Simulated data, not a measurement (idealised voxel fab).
You're looking at the process module voxel released beams.
FYI the section here is cut, 220 nm wide, cells are 5 nm squares.
In this document a cross-section is written as a grid of square cells. It is given as a series of bands, listed from the top down, and a band is one or more rows of cells.
Each band's line starts with the height of the band's top and of its bottom, in nm. Then come its materials from left to right, each with its width in nm. One material with "everywhere" fills the band from edge to edge. "blank" is empty space.
The level at which height equals 0 is the one under which the wafer, as it arrives, is entirely one material. No lower edge exists for the bottom band, which continues downward and is notated as in "from 0 down".
With a width like "30..40", each row of cells in the band differs from the next by the same amount, the top row carrying the first number and the bottom row the second.
"nothing got changed", as given for a step, is the statement that not any cell of the cross-section underwent a change during that step.
If an empty space has no open way to the top and is at least 8 cells in size, "Sealed void inventory" lists it, written width x height at distance, where distance is measured from the left edge and every value is in nm.
after a step's settings: what the simulator itself notes on the step
"overlay nm" denotes, for a step that has a mask, the displacement of the mask to the right of its planned place, with negative values corresponding to the left.
So here's the lineup of process steps we planned
1 RECEIVE,material Si
2 CONFORMAL_DEP,material SiN,thk nm 5
3 DIRECTIONAL_DEP,material SiO2,thk nm 15
4 DIRECTIONAL_DEP,material aC,thk nm 15
5 PATTERN,tone open,mask id ANCHOR,material resist,width nm 30,thk nm 30,overlay nm 0
6 DIRECTIONAL_ETCH,etch materials aC,depth nm 15
7 STRIP,etch materials resist
8 DIRECTIONAL_ETCH,etch materials SiO2,depth nm 15
9 STRIP,etch materials aC
10 CONFORMAL_DEP,material W,thk nm 10
11 DIRECTIONAL_DEP,material aC,thk nm 10
12 PATTERN,tone cover,mask id BEAM,material resist,width nm 105,thk nm 25,overlay nm 0
13 DIRECTIONAL_ETCH,etch materials aC,depth nm 10
14 STRIP,etch materials resist
15 DIRECTIONAL_ETCH,etch materials W,depth nm 10
16 STRIP,etch materials aC
17 STRIP,etch materials SiO2
First of two wafers - as planned
Shown in cross-section is the wafer as received, that is, as it stands after step 1
	from 0 down  Si everywhere
	Sealed void inventory: none
after step 2
	from 5 to 0  SiN everywhere
	Anything lower than 0 is untouched.
after step 3
	from 20 to 5  SiO2 everywhere
	Anything lower than 5 is untouched.
after step 4
	from 35 to 20  aC everywhere
	Anything lower than 20 is untouched.
after step 5
	from 65 to 35  resist: 60  blank: 30  resist: 130
	Anything lower than 35 is untouched.
after step 6
	from 50 to 35  resist: 60  blank: 30  resist: 130
	from 35 to 20  aC: 60  blank: 30  aC: 130
	Anything lower than 20 is untouched.
after step 7
	from 35 to 20  aC: 60  blank: 30  aC: 130
	Anything lower than 20 is untouched.
after step 8
	from 35 to 20  aC: 60  blank: 30  aC: 130
	from 20 to 5  SiO2: 60  blank: 30  SiO2: 130
	Anything lower than 5 is untouched.
after step 9
	from 20 to 5  SiO2: 60  blank: 30  SiO2: 130
	Anything lower than 5 is untouched.
after step 10
	from 30 to 20  W: 70  blank: 10  W: 140
	from 20 to 15  SiO2: 60  W: 10  blank: 10  W: 10  SiO2: 130
	from 15 to 5  SiO2: 60  W: 30  SiO2: 130
	Anything lower than 5 is untouched.
after step 11
	from 40 to 30  aC: 70  blank: 10  aC: 140
	from 30 to 25  W: 70  blank: 10  W: 140
	from 25 to 20  W: 70  aC: 10  W: 140
	from 20 to 15  SiO2: 60  W: 10  aC: 10  W: 10  SiO2: 130
	Anything lower than 15 is untouched.
after step 12
	from 65 to 40  blank: 55  resist: 105  blank: 60
	from 40 to 30  aC: 70  resist: 10  aC: 140
	from 30 to 25  W: 70  resist: 10  W: 140
	Anything lower than 25 is untouched.
after step 13
	from 55 to 40  blank: 55  resist: 105  blank: 60
	from 40 to 30  blank: 55  aC: 15  resist: 10  aC: 80  blank: 60
	Anything lower than 30 is untouched.
after step 14
	from 40 to 30  blank: 55  aC: 15  blank: 10  aC: 80  blank: 60
	from 30 to 25  W: 70  blank: 10  W: 140
	Anything lower than 25 is untouched.
after step 15
	from 40 to 30  blank: 55  aC: 15  blank: 10  aC: 80  blank: 60
	from 30 to 25  blank: 55  W: 15  blank: 10  W: 80  blank: 60
	from 25 to 20  blank: 55  W: 15  aC: 10  W: 80  blank: 60
	Anything lower than 20 is untouched.
after step 16
	from 30 to 20  blank: 55  W: 15  blank: 10  W: 80  blank: 60
	from 20 to 15  SiO2: 60  W: 10  blank: 10  W: 10  SiO2: 130
	Anything lower than 15 is untouched.
after step 17
	from 30 to 20  blank: 55  W: 15  blank: 10  W: 80  blank: 60
	from 20 to 15  blank: 60  W: 10  blank: 10  W: 10  blank: 130
	from 15 to 5  blank: 60  W: 30  blank: 130
	Anything lower than 5 is untouched.
Wafer two: like wafer one in start and plan, but with one mistake in execution; identical up to and including step 1
X-section, second wafer, when step 2 was due to finish: nothing got changed
X-section, second wafer, when step 3 was due to finish
	from 15 to 0  SiO2 everywhere
	Anything lower than 0 is untouched.
X-section, second wafer, when step 4 was due to finish
	from 30 to 15  aC everywhere
	Anything lower than 15 is untouched.
X-section, second wafer, when step 5 was due to finish
	from 60 to 30  resist: 60  blank: 30  resist: 130
	Anything lower than 30 is untouched.
X-section, second wafer, when step 6 was due to finish
	from 45 to 30  resist: 60  blank: 30  resist: 130
	from 30 to 15  aC: 60  blank: 30  aC: 130
	Anything lower than 15 is untouched.
X-section, second wafer, when step 7 was due to finish
	from 30 to 15  aC: 60  blank: 30  aC: 130
	Anything lower than 15 is untouched.
X-section, second wafer, when step 8 was due to finish
	from 30 to 15  aC: 60  blank: 30  aC: 130
	from 15 to 0  SiO2: 60  blank: 30  SiO2: 130
	Anything lower than 0 is untouched.
X-section, second wafer, when step 9 was due to finish
	from 15 to 0  SiO2: 60  blank: 30  SiO2: 130
	Anything lower than 0 is untouched.
X-section, second wafer, when step 10 was due to finish
	from 25 to 15  W: 70  blank: 10  W: 140
	from 15 to 10  SiO2: 60  W: 10  blank: 10  W: 10  SiO2: 130
	from 10 to 0  SiO2: 60  W: 30  SiO2: 130
	Anything lower than 0 is untouched.
X-section, second wafer, when step 11 was due to finish
	from 35 to 25  aC: 70  blank: 10  aC: 140
	from 25 to 20  W: 70  blank: 10  W: 140
	from 20 to 15  W: 70  aC: 10  W: 140
	from 15 to 10  SiO2: 60  W: 10  aC: 10  W: 10  SiO2: 130
	Anything lower than 10 is untouched.
X-section, second wafer, when step 12 was due to finish
	from 60 to 35  blank: 55  resist: 105  blank: 60
	from 35 to 25  aC: 70  resist: 10  aC: 140
	from 25 to 20  W: 70  resist: 10  W: 140
	Anything lower than 20 is untouched.
X-section, second wafer, when step 13 was due to finish
	from 50 to 35  blank: 55  resist: 105  blank: 60
	from 35 to 25  blank: 55  aC: 15  resist: 10  aC: 80  blank: 60
	Anything lower than 25 is untouched.
X-section, second wafer, when step 14 was due to finish
	from 35 to 25  blank: 55  aC: 15  blank: 10  aC: 80  blank: 60
	from 25 to 20  W: 70  blank: 10  W: 140
	Anything lower than 20 is untouched.
X-section, second wafer, when step 15 was due to finish
	from 35 to 25  blank: 55  aC: 15  blank: 10  aC: 80  blank: 60
	from 25 to 20  blank: 55  W: 15  blank: 10  W: 80  blank: 60
	from 20 to 15  blank: 55  W: 15  aC: 10  W: 80  blank: 60
	Anything lower than 15 is untouched.
X-section, second wafer, when step 16 was due to finish
	from 25 to 15  blank: 55  W: 15  blank: 10  W: 80  blank: 60
	from 15 to 10  SiO2: 60  W: 10  blank: 10  W: 10  SiO2: 130
	Anything lower than 10 is untouched.
X-section, second wafer, when step 17 was due to finish
	from 25 to 15  blank: 55  W: 15  blank: 10  W: 80  blank: 60
	from 15 to 10  blank: 60  W: 10  blank: 10  W: 10  blank: 130
	from 10 to 0  blank: 60  W: 30  blank: 130
	Anything lower than 0 is untouched.
The plan and the run diverged here: step 2 of the plan: omitted, not performed
Materials where the second wafer ends with more or fewer cells than the first: SiN -44
